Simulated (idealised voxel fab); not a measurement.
process module | voxel wiring stack
cross-section cut | 235 nm wide | cells 5 nm
A cross-section is a grid of square cells, given in bands from the top down. A band is one or more rows of cells.
Each band's line starts with the height of the band's top and of its bottom, in nm. Then come its materials from left to right, each with its width in nm. One material with "throughout" fills the band from edge to edge. "air" is empty space.
Height 0 is the level under which the wafer as received is all one material. The lowest band goes on downwards, as in "0 down".
A width such as "30 to 40" changes by the same amount from each row of cells to the next, from the band's top row to its bottom row.
"no change" after a step means that no cell of the cross-section changed.
closed voids: empty space of 8 cells or more with no open way to the top, each as width x height at its distance from the left edge, in nm
after a step's settings: what the simulator itself notes on the step
overlay nm, on a step with a mask: how far to the right of its planned place the mask lay; to the left if negative
plan
1 op RECEIVE | material Si
2 op CONFORMAL_DEP | material SiO2 | thk nm 15
3 op CONFORMAL_DEP | material SiCN | thk nm 5
4 op DIRECTIONAL_DEP | material SiO2 | thk nm 20
5 op PATTERN | tone open | mask id METAL_1 | material resist | width nm 20 | pitch nm 40 | thk nm 20 | overlay nm 0
6 op DIRECTIONAL_ETCH | etch materials SiO2 | depth nm 20
7 op DIRECTIONAL_ETCH | etch materials SiCN | depth nm 5
8 op STRIP | etch materials resist
9 op CONFORMAL_DEP | material TiN | thk nm 5
10 op FILL_DEP | material Ru | thk nm 10
11 op CMP | height nm 40
12 op EPI | material Ru | thk nm 5
13 op FILL_DEP | material SiCN | thk nm 5
14 op DIRECTIONAL_DEP | material lowk | thk nm 35
15 op DIRECTIONAL_DEP | material aC | thk nm 10
16 op PATTERN | tone open | mask id METAL_2 | material resist | width nm 20 | pitch nm 40 | thk nm 25 | overlay nm 0
17 op DIRECTIONAL_ETCH | etch materials aC | depth nm 10
18 op STRIP | etch materials resist
19 op DIRECTIONAL_ETCH | etch materials lowk | depth nm 20
20 op STRIP | etch materials aC
21 op PATTERN | tone open | mask id METAL_2_HOLES | material resist | width nm 15 | pitch nm 80 | thk nm 20 | overlay nm 0
22 op DIRECTIONAL_ETCH | etch materials lowk | depth nm 15
23 op DIRECTIONAL_ETCH | etch materials SiCN | depth nm 5
24 op STRIP | etch materials resist
25 op CONFORMAL_DEP | material TiN | thk nm 5
26 op FILL_DEP | material Cu | thk nm 5
27 op CMP | height nm 85
28 op CONFORMAL_DEP | material SiCN | thk nm 5
29 op DIRECTIONAL_DEP | material lowk | thk nm 10
30 op MASKED_ETCH | tone open | mask id PLUG_2 | width nm 15 | pitch nm 40 | etch materials lowk | depth nm 10 | overlay nm 0
31 op MASKED_ETCH | tone open | mask id PLUG_2 | width nm 15 | pitch nm 40 | etch materials SiCN | depth nm 5 | overlay nm 0
32 op CONFORMAL_DEP | material TiN | thk nm 5
33 op FILL_DEP | material Ru | thk nm 10
34 op CMP | height nm 100
35 op DIRECTIONAL_DEP | material TiN | thk nm 5
36 op DIRECTIONAL_DEP | material Ru | thk nm 15
37 op MASKED_ETCH | tone cover | mask id METAL_3 | width nm 20 | pitch nm 40 | etch materials Ru | depth nm 15 | overlay nm 0
38 op MASKED_ETCH | tone cover | mask id METAL_3 | width nm 20 | pitch nm 40 | etch materials TiN | depth nm 5 | overlay nm 0
39 op FILL_DEP | material SiO2 | thk nm 10
40 op CMP | height nm 120
41 op CONFORMAL_DEP | material SiCN | thk nm 5
42 op DIRECTIONAL_DEP | material lowk | thk nm 10
43 op DIRECTIONAL_DEP | material aC | thk nm 15
44 op PATTERN | tone open | mask id PLUG_3 | material resist | width nm 15 | pitch nm 80 | thk nm 35 | overlay nm 0
45 op DIRECTIONAL_ETCH | etch materials aC | depth nm 15
46 op STRIP | etch materials resist
47 op DIRECTIONAL_ETCH | etch materials lowk | depth nm 10
48 op DIRECTIONAL_ETCH | etch materials SiCN | depth nm 5
49 op STRIP | etch materials aC
50 op CONFORMAL_DEP | material TiN | thk nm 5
51 op FILL_DEP | material Ru | thk nm 10
52 op CMP | height nm 135
53 op CONFORMAL_DEP | material SiCN | thk nm 5
54 op DIRECTIONAL_DEP | material SiO2 | thk nm 15
55 op PATTERN | tone open | mask id METAL_4 | material resist | width nm 20 | pitch nm 40 | thk nm 15 | overlay nm 0
56 op DIRECTIONAL_ETCH | etch materials SiO2 | depth nm 15
57 op DIRECTIONAL_ETCH | etch materials SiCN | depth nm 5
58 op STRIP | etch materials resist
59 op CONFORMAL_DEP | material TiN | thk nm 5
60 op FILL_DEP | material Cu | thk nm 5
61 op CMP | height nm 155
62 op CONFORMAL_DEP | material SiN | thk nm 5
first wafer, as planned
as received, after step 1
  0 down: Si throughout
  closed voids: none
after step 2
  15 to 0: SiO2 throughout
  below 0: unchanged
after step 3
  20 to 15: SiCN throughout
  below 15: unchanged
after step 4
  40 to 20: SiO2 throughout
  below 20: unchanged
after step 5
  60 to 40: resist 45 | air 20 | resist 20 | air 20 | resist 20 | air 20 | resist 20 | air 20 | resist 50
  below 40: unchanged
after step 6
  60 to 40: resist 45 | air 20 | resist 20 | air 20 | resist 20 | air 20 | resist 20 | air 20 | resist 50
  40 to 20: SiO2 45 | air 20 | SiO2 20 | air 20 | SiO2 20 | air 20 | SiO2 20 | air 20 | SiO2 50
  below 20: unchanged
after step 7
  60 to 40: resist 45 | air 20 | resist 20 | air 20 | resist 20 | air 20 | resist 20 | air 20 | resist 50
  40 to 20: SiO2 45 | air 20 | SiO2 20 | air 20 | SiO2 20 | air 20 | SiO2 20 | air 20 | SiO2 50
  20 to 15: SiCN 45 | air 20 | SiCN 20 | air 20 | SiCN 20 | air 20 | SiCN 20 | air 20 | SiCN 50
  below 15: unchanged
after step 8
  40 to 20: SiO2 45 | air 20 | SiO2 20 | air 20 | SiO2 20 | air 20 | SiO2 20 | air 20 | SiO2 50
  below 20: unchanged
after step 9
  45 to 40: TiN 50 | air 10 | TiN 30 | air 10 | TiN 30 | air 10 | TiN 30 | air 10 | TiN 55
  40 to 20: SiO2 45 | TiN 5 | air 10 | TiN 5 | SiO2 20 | TiN 5 | air 10 | TiN 5 | SiO2 20 | TiN 5 | air 10 | TiN 5 | SiO2 20 | TiN 5 | air 10 | TiN 5 | SiO2 50
  20 to 15: SiCN 45 | TiN 20 | SiCN 20 | TiN 20 | SiCN 20 | TiN 20 | SiCN 20 | TiN 20 | SiCN 50
  below 15: unchanged
after step 10
  55 to 45: Ru throughout
  45 to 40: TiN 50 | Ru 10 | TiN 30 | Ru 10 | TiN 30 | Ru 10 | TiN 30 | Ru 10 | TiN 55
  40 to 20: SiO2 45 | TiN 5 | Ru 10 | TiN 5 | SiO2 20 | TiN 5 | Ru 10 | TiN 5 | SiO2 20 | TiN 5 | Ru 10 | TiN 5 | SiO2 20 | TiN 5 | Ru 10 | TiN 5 | SiO2 50
  below 20: unchanged
after step 11
  40 to 20: SiO2 45 | TiN 5 | Ru 10 | TiN 5 | SiO2 20 | TiN 5 | Ru 10 | TiN 5 | SiO2 20 | TiN 5 | Ru 10 | TiN 5 | SiO2 20 | TiN 5 | Ru 10 | TiN 5 | SiO2 50
  below 20: unchanged
after step 12
  45 to 40: air 40 | Ru 30 | air 10 | Ru 30 | air 10 | Ru 30 | air 10 | Ru 30 | air 45
  below 40: unchanged
after step 13
  50 to 45: SiCN throughout
  45 to 40: SiCN 40 | Ru 30 | SiCN 10 | Ru 30 | SiCN 10 | Ru 30 | SiCN 10 | Ru 30 | SiCN 45
  below 40: unchanged
after step 14
  85 to 50: lowk throughout
  below 50: unchanged
after step 15
  95 to 85: aC throughout
  below 85: unchanged
after step 16
  120 to 95: resist 45 | air 20 | resist 20 | air 20 | resist 20 | air 20 | resist 20 | air 20 | resist 50
  below 95: unchanged
after step 17
  110 to 95: resist 45 | air 20 | resist 20 | air 20 | resist 20 | air 20 | resist 20 | air 20 | resist 50
  95 to 85: aC 45 | air 20 | aC 20 | air 20 | aC 20 | air 20 | aC 20 | air 20 | aC 50
  below 85: unchanged
after step 18
  95 to 85: aC 45 | air 20 | aC 20 | air 20 | aC 20 | air 20 | aC 20 | air 20 | aC 50
  below 85: unchanged
after step 19
  95 to 85: aC 45 | air 20 | aC 20 | air 20 | aC 20 | air 20 | aC 20 | air 20 | aC 50
  85 to 65: lowk 45 | air 20 | lowk 20 | air 20 | lowk 20 | air 20 | lowk 20 | air 20 | lowk 50
  below 65: unchanged
after step 20
  85 to 65: lowk 45 | air 20 | lowk 20 | air 20 | lowk 20 | air 20 | lowk 20 | air 20 | lowk 50
  below 65: unchanged
after step 21
  105 to 85: resist 45 | air 15 | resist 65 | air 15 | resist 95
  85 to 65: lowk 45 | air 15 | resist 5 | lowk 20 | resist 20 | lowk 20 | air 15 | resist 5 | lowk 20 | resist 20 | lowk 50
  below 65: unchanged
after step 22
  105 to 85: resist 45 | air 15 | resist 65 | air 15 | resist 95
  85 to 65: lowk 45 | air 15 | resist 5 | lowk 20 | resist 20 | lowk 20 | air 15 | resist 5 | lowk 20 | resist 20 | lowk 50
  65 to 50: lowk 45 | air 15 | lowk 65 | air 15 | lowk 95
  below 50: unchanged
after step 23
  105 to 85: resist 45 | air 15 | resist 65 | air 15 | resist 95
  85 to 65: lowk 45 | air 15 | resist 5 | lowk 20 | resist 20 | lowk 20 | air 15 | resist 5 | lowk 20 | resist 20 | lowk 50
  65 to 50: lowk 45 | air 15 | lowk 65 | air 15 | lowk 95
  50 to 45: SiCN 45 | air 15 | SiCN 65 | air 15 | SiCN 95
  below 45: unchanged
after step 24
  85 to 65: lowk 45 | air 20 | lowk 20 | air 20 | lowk 20 | air 20 | lowk 20 | air 20 | lowk 50
  below 65: unchanged
after step 25
  90 to 85: TiN 50 | air 10 | TiN 30 | air 10 | TiN 30 | air 10 | TiN 30 | air 10 | TiN 55
  85 to 70: lowk 45 | TiN 5 | air 10 | TiN 5 | lowk 20 | TiN 5 | air 10 | TiN 5 | lowk 20 | TiN 5 | air 10 | TiN 5 | lowk 20 | TiN 5 | air 10 | TiN 5 | lowk 50
  70 to 65: lowk 45 | TiN 5 | air 5 | TiN 10 | lowk 20 | TiN 20 | lowk 20 | TiN 5 | air 5 | TiN 10 | lowk 20 | TiN 20 | lowk 50
  65 to 50: lowk 45 | TiN 5 | air 5 | TiN 5 | lowk 65 | TiN 5 | air 5 | TiN 5 | lowk 95
  50 to 45: SiCN 45 | TiN 15 | SiCN 65 | TiN 15 | SiCN 95
  below 45: unchanged
after step 26
  95 to 90: Cu throughout
  90 to 85: TiN 50 | Cu 10 | TiN 30 | Cu 10 | TiN 30 | Cu 10 | TiN 30 | Cu 10 | TiN 55
  85 to 70: lowk 45 | TiN 5 | Cu 10 | TiN 5 | lowk 20 | TiN 5 | Cu 10 | TiN 5 | lowk 20 | TiN 5 | Cu 10 | TiN 5 | lowk 20 | TiN 5 | Cu 10 | TiN 5 | lowk 50
  70 to 65: lowk 45 | TiN 5 | Cu 5 | TiN 10 | lowk 20 | TiN 20 | lowk 20 | TiN 5 | Cu 5 | TiN 10 | lowk 20 | TiN 20 | lowk 50
  65 to 50: lowk 45 | TiN 5 | Cu 5 | TiN 5 | lowk 65 | TiN 5 | Cu 5 | TiN 5 | lowk 95
  below 50: unchanged
after step 27
  85 to 70: lowk 45 | TiN 5 | Cu 10 | TiN 5 | lowk 20 | TiN 5 | Cu 10 | TiN 5 | lowk 20 | TiN 5 | Cu 10 | TiN 5 | lowk 20 | TiN 5 | Cu 10 | TiN 5 | lowk 50
  below 70: unchanged
after step 28
  90 to 85: SiCN throughout
  below 85: unchanged
after step 29
  100 to 90: lowk throughout
  below 90: unchanged
after step 30
  100 to 90: lowk 45 | air 15 | lowk 25 | air 15 | lowk 25 | air 15 | lowk 25 | air 15 | lowk 55
  below 90: unchanged
after step 31
  100 to 90: lowk 45 | air 15 | lowk 25 | air 15 | lowk 25 | air 15 | lowk 25 | air 15 | lowk 55
  90 to 85: SiCN 45 | air 15 | SiCN 25 | air 15 | SiCN 25 | air 15 | SiCN 25 | air 15 | SiCN 55
  below 85: unchanged
after step 32
  105 to 100: TiN 50 | air 5 | TiN 35 | air 5 | TiN 35 | air 5 | TiN 35 | air 5 | TiN 60
  100 to 90: lowk 45 | TiN 5 | air 5 | TiN 5 | lowk 25 | TiN 5 | air 5 | TiN 5 | lowk 25 | TiN 5 | air 5 | TiN 5 | lowk 25 | TiN 5 | air 5 | TiN 5 | lowk 55
  90 to 85: SiCN 45 | TiN 15 | SiCN 25 | TiN 15 | SiCN 25 | TiN 15 | SiCN 25 | TiN 15 | SiCN 55
  below 85: unchanged
after step 33
  115 to 105: Ru throughout
  105 to 100: TiN 50 | Ru 5 | TiN 35 | Ru 5 | TiN 35 | Ru 5 | TiN 35 | Ru 5 | TiN 60
  100 to 90: lowk 45 | TiN 5 | Ru 5 | TiN 5 | lowk 25 | TiN 5 | Ru 5 | TiN 5 | lowk 25 | TiN 5 | Ru 5 | TiN 5 | lowk 25 | TiN 5 | Ru 5 | TiN 5 | lowk 55
  below 90: unchanged
after step 34
  100 to 90: lowk 45 | TiN 5 | Ru 5 | TiN 5 | lowk 25 | TiN 5 | Ru 5 | TiN 5 | lowk 25 | TiN 5 | Ru 5 | TiN 5 | lowk 25 | TiN 5 | Ru 5 | TiN 5 | lowk 55
  below 90: unchanged
after step 35
  105 to 100: TiN throughout
  below 100: unchanged
after step 36
  120 to 105: Ru throughout
  below 105: unchanged
after step 37
  120 to 105: air 45 | Ru 20 | air 20 | Ru 20 | air 20 | Ru 20 | air 20 | Ru 20 | air 50
  below 105: unchanged
after step 38
  120 to 105: air 45 | Ru 20 | air 20 | Ru 20 | air 20 | Ru 20 | air 20 | Ru 20 | air 50
  105 to 100: air 45 | TiN 20 | air 20 | TiN 20 | air 20 | TiN 20 | air 20 | TiN 20 | air 50
  below 100: unchanged
after step 39
  130 to 120: SiO2 throughout
  120 to 105: SiO2 45 | Ru 20 | SiO2 20 | Ru 20 | SiO2 20 | Ru 20 | SiO2 20 | Ru 20 | SiO2 50
  105 to 100: SiO2 45 | TiN 20 | SiO2 20 | TiN 20 | SiO2 20 | TiN 20 | SiO2 20 | TiN 20 | SiO2 50
  below 100: unchanged
after step 40
  120 to 105: SiO2 45 | Ru 20 | SiO2 20 | Ru 20 | SiO2 20 | Ru 20 | SiO2 20 | Ru 20 | SiO2 50
  below 105: unchanged
after step 41
  125 to 120: SiCN throughout
  below 120: unchanged
after step 42
  135 to 125: lowk throughout
  below 125: unchanged
after step 43
  150 to 135: aC throughout
  below 135: unchanged
after step 44
  185 to 150: resist 45 | air 15 | resist 65 | air 15 | resist 95
  below 150: unchanged
after step 45
  170 to 150: resist 45 | air 15 | resist 65 | air 15 | resist 95
  150 to 135: aC 45 | air 15 | aC 65 | air 15 | aC 95
  below 135: unchanged
after step 46
  150 to 135: aC 45 | air 15 | aC 65 | air 15 | aC 95
  below 135: unchanged
after step 47
  150 to 135: aC 45 | air 15 | aC 65 | air 15 | aC 95
  135 to 125: lowk 45 | air 15 | lowk 65 | air 15 | lowk 95
  below 125: unchanged
after step 48
  150 to 135: aC 45 | air 15 | aC 65 | air 15 | aC 95
  135 to 125: lowk 45 | air 15 | lowk 65 | air 15 | lowk 95
  125 to 120: SiCN 45 | air 15 | SiCN 65 | air 15 | SiCN 95
  below 120: unchanged
after step 49
  135 to 125: lowk 45 | air 15 | lowk 65 | air 15 | lowk 95
  below 125: unchanged
after step 50
  140 to 135: TiN 50 | air 5 | TiN 75 | air 5 | TiN 100
  135 to 125: lowk 45 | TiN 5 | air 5 | TiN 5 | lowk 65 | TiN 5 | air 5 | TiN 5 | lowk 95
  125 to 120: SiCN 45 | TiN 15 | SiCN 65 | TiN 15 | SiCN 95
  below 120: unchanged
after step 51
  150 to 140: Ru throughout
  140 to 135: TiN 50 | Ru 5 | TiN 75 | Ru 5 | TiN 100
  135 to 125: lowk 45 | TiN 5 | Ru 5 | TiN 5 | lowk 65 | TiN 5 | Ru 5 | TiN 5 | lowk 95
  below 125: unchanged
after step 52
  135 to 125: lowk 45 | TiN 5 | Ru 5 | TiN 5 | lowk 65 | TiN 5 | Ru 5 | TiN 5 | lowk 95
  below 125: unchanged
after step 53
  140 to 135: SiCN throughout
  below 135: unchanged
after step 54
  155 to 140: SiO2 throughout
  below 140: unchanged
after step 55
  170 to 155: resist 45 | air 20 | resist 20 | air 20 | resist 20 | air 20 | resist 20 | air 20 | resist 50
  below 155: unchanged
after step 56
  170 to 155: resist 45 | air 20 | resist 20 | air 20 | resist 20 | air 20 | resist 20 | air 20 | resist 50
  155 to 140: SiO2 45 | air 20 | SiO2 20 | air 20 | SiO2 20 | air 20 | SiO2 20 | air 20 | SiO2 50
  below 140: unchanged
after step 57
  170 to 155: resist 45 | air 20 | resist 20 | air 20 | resist 20 | air 20 | resist 20 | air 20 | resist 50
  155 to 140: SiO2 45 | air 20 | SiO2 20 | air 20 | SiO2 20 | air 20 | SiO2 20 | air 20 | SiO2 50
  140 to 135: SiCN 45 | air 20 | SiCN 20 | air 20 | SiCN 20 | air 20 | SiCN 20 | air 20 | SiCN 50
  below 135: unchanged
after step 58
  155 to 140: SiO2 45 | air 20 | SiO2 20 | air 20 | SiO2 20 | air 20 | SiO2 20 | air 20 | SiO2 50
  below 140: unchanged
after step 59
  160 to 155: TiN 50 | air 10 | TiN 30 | air 10 | TiN 30 | air 10 | TiN 30 | air 10 | TiN 55
  155 to 140: SiO2 45 | TiN 5 | air 10 | TiN 5 | SiO2 20 | TiN 5 | air 10 | TiN 5 | SiO2 20 | TiN 5 | air 10 | TiN 5 | SiO2 20 | TiN 5 | air 10 | TiN 5 | SiO2 50
  140 to 135: SiCN 45 | TiN 20 | SiCN 20 | TiN 20 | SiCN 20 | TiN 20 | SiCN 20 | TiN 20 | SiCN 50
  below 135: unchanged
after step 60
  165 to 160: Cu throughout
  160 to 155: TiN 50 | Cu 10 | TiN 30 | Cu 10 | TiN 30 | Cu 10 | TiN 30 | Cu 10 | TiN 55
  155 to 140: SiO2 45 | TiN 5 | Cu 10 | TiN 5 | SiO2 20 | TiN 5 | Cu 10 | TiN 5 | SiO2 20 | TiN 5 | Cu 10 | TiN 5 | SiO2 20 | TiN 5 | Cu 10 | TiN 5 | SiO2 50
  below 140: unchanged
after step 61
  155 to 140: SiO2 45 | TiN 5 | Cu 10 | TiN 5 | SiO2 20 | TiN 5 | Cu 10 | TiN 5 | SiO2 20 | TiN 5 | Cu 10 | TiN 5 | SiO2 20 | TiN 5 | Cu 10 | TiN 5 | SiO2 50
  below 140: unchanged
after step 62
  160 to 155: SiN throughout
  below 155: unchanged
second wafer: like start, like plan, one mistake. Through step 10 it matches the first wafer
when step 11 should have ended: no change
when step 12 should have ended
  60 to 45: Ru throughout
  below 45: unchanged
when step 13 should have ended
  65 to 60: SiCN throughout
  below 60: unchanged
when step 14 should have ended
  100 to 65: lowk throughout
  below 65: unchanged
when step 15 should have ended
  110 to 100: aC throughout
  below 100: unchanged
when step 16 should have ended
  135 to 110: resist 45 | air 20 | resist 20 | air 20 | resist 20 | air 20 | resist 20 | air 20 | resist 50
  below 110: unchanged
when step 17 should have ended
  125 to 110: resist 45 | air 20 | resist 20 | air 20 | resist 20 | air 20 | resist 20 | air 20 | resist 50
  110 to 100: aC 45 | air 20 | aC 20 | air 20 | aC 20 | air 20 | aC 20 | air 20 | aC 50
  below 100: unchanged
when step 18 should have ended
  110 to 100: aC 45 | air 20 | aC 20 | air 20 | aC 20 | air 20 | aC 20 | air 20 | aC 50
  below 100: unchanged
when step 19 should have ended
  110 to 100: aC 45 | air 20 | aC 20 | air 20 | aC 20 | air 20 | aC 20 | air 20 | aC 50
  100 to 80: lowk 45 | air 20 | lowk 20 | air 20 | lowk 20 | air 20 | lowk 20 | air 20 | lowk 50
  below 80: unchanged
when step 20 should have ended
  100 to 80: lowk 45 | air 20 | lowk 20 | air 20 | lowk 20 | air 20 | lowk 20 | air 20 | lowk 50
  below 80: unchanged
when step 21 should have ended
  120 to 100: resist 45 | air 15 | resist 65 | air 15 | resist 95
  100 to 80: lowk 45 | air 15 | resist 5 | lowk 20 | resist 20 | lowk 20 | air 15 | resist 5 | lowk 20 | resist 20 | lowk 50
  below 80: unchanged
when step 22 should have ended
  120 to 100: resist 45 | air 15 | resist 65 | air 15 | resist 95
  100 to 80: lowk 45 | air 15 | resist 5 | lowk 20 | resist 20 | lowk 20 | air 15 | resist 5 | lowk 20 | resist 20 | lowk 50
  80 to 65: lowk 45 | air 15 | lowk 65 | air 15 | lowk 95
  below 65: unchanged
when step 23 should have ended
  120 to 100: resist 45 | air 15 | resist 65 | air 15 | resist 95
  100 to 80: lowk 45 | air 15 | resist 5 | lowk 20 | resist 20 | lowk 20 | air 15 | resist 5 | lowk 20 | resist 20 | lowk 50
  80 to 65: lowk 45 | air 15 | lowk 65 | air 15 | lowk 95
  65 to 60: SiCN 45 | air 15 | SiCN 65 | air 15 | SiCN 95
  below 60: unchanged
when step 24 should have ended
  100 to 80: lowk 45 | air 20 | lowk 20 | air 20 | lowk 20 | air 20 | lowk 20 | air 20 | lowk 50
  below 80: unchanged
when step 25 should have ended
  105 to 100: TiN 50 | air 10 | TiN 30 | air 10 | TiN 30 | air 10 | TiN 30 | air 10 | TiN 55
  100 to 85: lowk 45 | TiN 5 | air 10 | TiN 5 | lowk 20 | TiN 5 | air 10 | TiN 5 | lowk 20 | TiN 5 | air 10 | TiN 5 | lowk 20 | TiN 5 | air 10 | TiN 5 | lowk 50
  85 to 80: lowk 45 | TiN 5 | air 5 | TiN 10 | lowk 20 | TiN 20 | lowk 20 | TiN 5 | air 5 | TiN 10 | lowk 20 | TiN 20 | lowk 50
  80 to 65: lowk 45 | TiN 5 | air 5 | TiN 5 | lowk 65 | TiN 5 | air 5 | TiN 5 | lowk 95
  65 to 60: SiCN 45 | TiN 15 | SiCN 65 | TiN 15 | SiCN 95
  below 60: unchanged
when step 26 should have ended
  110 to 105: Cu throughout
  105 to 100: TiN 50 | Cu 10 | TiN 30 | Cu 10 | TiN 30 | Cu 10 | TiN 30 | Cu 10 | TiN 55
  100 to 85: lowk 45 | TiN 5 | Cu 10 | TiN 5 | lowk 20 | TiN 5 | Cu 10 | TiN 5 | lowk 20 | TiN 5 | Cu 10 | TiN 5 | lowk 20 | TiN 5 | Cu 10 | TiN 5 | lowk 50
  85 to 80: lowk 45 | TiN 5 | Cu 5 | TiN 10 | lowk 20 | TiN 20 | lowk 20 | TiN 5 | Cu 5 | TiN 10 | lowk 20 | TiN 20 | lowk 50
  80 to 65: lowk 45 | TiN 5 | Cu 5 | TiN 5 | lowk 65 | TiN 5 | Cu 5 | TiN 5 | lowk 95
  below 65: unchanged
when step 27 should have ended
  85 to 80: lowk 45 | TiN 5 | Cu 5 | TiN 10 | lowk 20 | TiN 20 | lowk 20 | TiN 5 | Cu 5 | TiN 10 | lowk 20 | TiN 20 | lowk 50
  below 80: unchanged
when step 28 should have ended
  90 to 85: SiCN throughout
  below 85: unchanged
when step 29 should have ended
  100 to 90: lowk throughout
  below 90: unchanged
when step 30 should have ended
  100 to 90: lowk 45 | air 15 | lowk 25 | air 15 | lowk 25 | air 15 | lowk 25 | air 15 | lowk 55
  below 90: unchanged
when step 31 should have ended
  100 to 90: lowk 45 | air 15 | lowk 25 | air 15 | lowk 25 | air 15 | lowk 25 | air 15 | lowk 55
  90 to 85: SiCN 45 | air 15 | SiCN 25 | air 15 | SiCN 25 | air 15 | SiCN 25 | air 15 | SiCN 55
  below 85: unchanged
when step 32 should have ended
  105 to 100: TiN 50 | air 5 | TiN 35 | air 5 | TiN 35 | air 5 | TiN 35 | air 5 | TiN 60
  100 to 90: lowk 45 | TiN 5 | air 5 | TiN 5 | lowk 25 | TiN 5 | air 5 | TiN 5 | lowk 25 | TiN 5 | air 5 | TiN 5 | lowk 25 | TiN 5 | air 5 | TiN 5 | lowk 55
  90 to 85: SiCN 45 | TiN 15 | SiCN 25 | TiN 15 | SiCN 25 | TiN 15 | SiCN 25 | TiN 15 | SiCN 55
  below 85: unchanged
when step 33 should have ended
  115 to 105: Ru throughout
  105 to 100: TiN 50 | Ru 5 | TiN 35 | Ru 5 | TiN 35 | Ru 5 | TiN 35 | Ru 5 | TiN 60
  100 to 90: lowk 45 | TiN 5 | Ru 5 | TiN 5 | lowk 25 | TiN 5 | Ru 5 | TiN 5 | lowk 25 | TiN 5 | Ru 5 | TiN 5 | lowk 25 | TiN 5 | Ru 5 | TiN 5 | lowk 55
  below 90: unchanged
when step 34 should have ended
  100 to 90: lowk 45 | TiN 5 | Ru 5 | TiN 5 | lowk 25 | TiN 5 | Ru 5 | TiN 5 | lowk 25 | TiN 5 | Ru 5 | TiN 5 | lowk 25 | TiN 5 | Ru 5 | TiN 5 | lowk 55
  below 90: unchanged
when step 35 should have ended
  105 to 100: TiN throughout
  below 100: unchanged
when step 36 should have ended
  120 to 105: Ru throughout
  below 105: unchanged
when step 37 should have ended
  120 to 105: air 45 | Ru 20 | air 20 | Ru 20 | air 20 | Ru 20 | air 20 | Ru 20 | air 50
  below 105: unchanged
when step 38 should have ended
  120 to 105: air 45 | Ru 20 | air 20 | Ru 20 | air 20 | Ru 20 | air 20 | Ru 20 | air 50
  105 to 100: air 45 | TiN 20 | air 20 | TiN 20 | air 20 | TiN 20 | air 20 | TiN 20 | air 50
  below 100: unchanged
when step 39 should have ended
  130 to 120: SiO2 throughout
  120 to 105: SiO2 45 | Ru 20 | SiO2 20 | Ru 20 | SiO2 20 | Ru 20 | SiO2 20 | Ru 20 | SiO2 50
  105 to 100: SiO2 45 | TiN 20 | SiO2 20 | TiN 20 | SiO2 20 | TiN 20 | SiO2 20 | TiN 20 | SiO2 50
  below 100: unchanged
when step 40 should have ended
  120 to 105: SiO2 45 | Ru 20 | SiO2 20 | Ru 20 | SiO2 20 | Ru 20 | SiO2 20 | Ru 20 | SiO2 50
  below 105: unchanged
when step 41 should have ended
  125 to 120: SiCN throughout
  below 120: unchanged
when step 42 should have ended
  135 to 125: lowk throughout
  below 125: unchanged
when step 43 should have ended
  150 to 135: aC throughout
  below 135: unchanged
when step 44 should have ended
  185 to 150: resist 45 | air 15 | resist 65 | air 15 | resist 95
  below 150: unchanged
when step 45 should have ended
  170 to 150: resist 45 | air 15 | resist 65 | air 15 | resist 95
  150 to 135: aC 45 | air 15 | aC 65 | air 15 | aC 95
  below 135: unchanged
when step 46 should have ended
  150 to 135: aC 45 | air 15 | aC 65 | air 15 | aC 95
  below 135: unchanged
when step 47 should have ended
  150 to 135: aC 45 | air 15 | aC 65 | air 15 | aC 95
  135 to 125: lowk 45 | air 15 | lowk 65 | air 15 | lowk 95
  below 125: unchanged
when step 48 should have ended
  150 to 135: aC 45 | air 15 | aC 65 | air 15 | aC 95
  135 to 125: lowk 45 | air 15 | lowk 65 | air 15 | lowk 95
  125 to 120: SiCN 45 | air 15 | SiCN 65 | air 15 | SiCN 95
  below 120: unchanged
when step 49 should have ended
  135 to 125: lowk 45 | air 15 | lowk 65 | air 15 | lowk 95
  below 125: unchanged
when step 50 should have ended
  140 to 135: TiN 50 | air 5 | TiN 75 | air 5 | TiN 100
  135 to 125: lowk 45 | TiN 5 | air 5 | TiN 5 | lowk 65 | TiN 5 | air 5 | TiN 5 | lowk 95
  125 to 120: SiCN 45 | TiN 15 | SiCN 65 | TiN 15 | SiCN 95
  below 120: unchanged
when step 51 should have ended
  150 to 140: Ru throughout
  140 to 135: TiN 50 | Ru 5 | TiN 75 | Ru 5 | TiN 100
  135 to 125: lowk 45 | TiN 5 | Ru 5 | TiN 5 | lowk 65 | TiN 5 | Ru 5 | TiN 5 | lowk 95
  below 125: unchanged
when step 52 should have ended
  135 to 125: lowk 45 | TiN 5 | Ru 5 | TiN 5 | lowk 65 | TiN 5 | Ru 5 | TiN 5 | lowk 95
  below 125: unchanged
when step 53 should have ended
  140 to 135: SiCN throughout
  below 135: unchanged
when step 54 should have ended
  155 to 140: SiO2 throughout
  below 140: unchanged
when step 55 should have ended
  170 to 155: resist 45 | air 20 | resist 20 | air 20 | resist 20 | air 20 | resist 20 | air 20 | resist 50
  below 155: unchanged
when step 56 should have ended
  170 to 155: resist 45 | air 20 | resist 20 | air 20 | resist 20 | air 20 | resist 20 | air 20 | resist 50
  155 to 140: SiO2 45 | air 20 | SiO2 20 | air 20 | SiO2 20 | air 20 | SiO2 20 | air 20 | SiO2 50
  below 140: unchanged
when step 57 should have ended
  170 to 155: resist 45 | air 20 | resist 20 | air 20 | resist 20 | air 20 | resist 20 | air 20 | resist 50
  155 to 140: SiO2 45 | air 20 | SiO2 20 | air 20 | SiO2 20 | air 20 | SiO2 20 | air 20 | SiO2 50
  140 to 135: SiCN 45 | air 20 | SiCN 20 | air 20 | SiCN 20 | air 20 | SiCN 20 | air 20 | SiCN 50
  below 135: unchanged
when step 58 should have ended
  155 to 140: SiO2 45 | air 20 | SiO2 20 | air 20 | SiO2 20 | air 20 | SiO2 20 | air 20 | SiO2 50
  below 140: unchanged
when step 59 should have ended
  160 to 155: TiN 50 | air 10 | TiN 30 | air 10 | TiN 30 | air 10 | TiN 30 | air 10 | TiN 55
  155 to 140: SiO2 45 | TiN 5 | air 10 | TiN 5 | SiO2 20 | TiN 5 | air 10 | TiN 5 | SiO2 20 | TiN 5 | air 10 | TiN 5 | SiO2 20 | TiN 5 | air 10 | TiN 5 | SiO2 50
  140 to 135: SiCN 45 | TiN 20 | SiCN 20 | TiN 20 | SiCN 20 | TiN 20 | SiCN 20 | TiN 20 | SiCN 50
  below 135: unchanged
when step 60 should have ended
  165 to 160: Cu throughout
  160 to 155: TiN 50 | Cu 10 | TiN 30 | Cu 10 | TiN 30 | Cu 10 | TiN 30 | Cu 10 | TiN 55
  155 to 140: SiO2 45 | TiN 5 | Cu 10 | TiN 5 | SiO2 20 | TiN 5 | Cu 10 | TiN 5 | SiO2 20 | TiN 5 | Cu 10 | TiN 5 | SiO2 20 | TiN 5 | Cu 10 | TiN 5 | SiO2 50
  below 140: unchanged
when step 61 should have ended
  155 to 140: SiO2 45 | TiN 5 | Cu 10 | TiN 5 | SiO2 20 | TiN 5 | Cu 10 | TiN 5 | SiO2 20 | TiN 5 | Cu 10 | TiN 5 | SiO2 20 | TiN 5 | Cu 10 | TiN 5 | SiO2 50
  below 140: unchanged
when step 62 should have ended
  160 to 155: SiN throughout
  below 155: unchanged
what went wrong: step 11 was left out
at the end the second wafer has, in cells: 24 fewer of Cu | 125 more of Ru | 23 fewer of SiCN | 15 more of TiN | 93 fewer of lowk
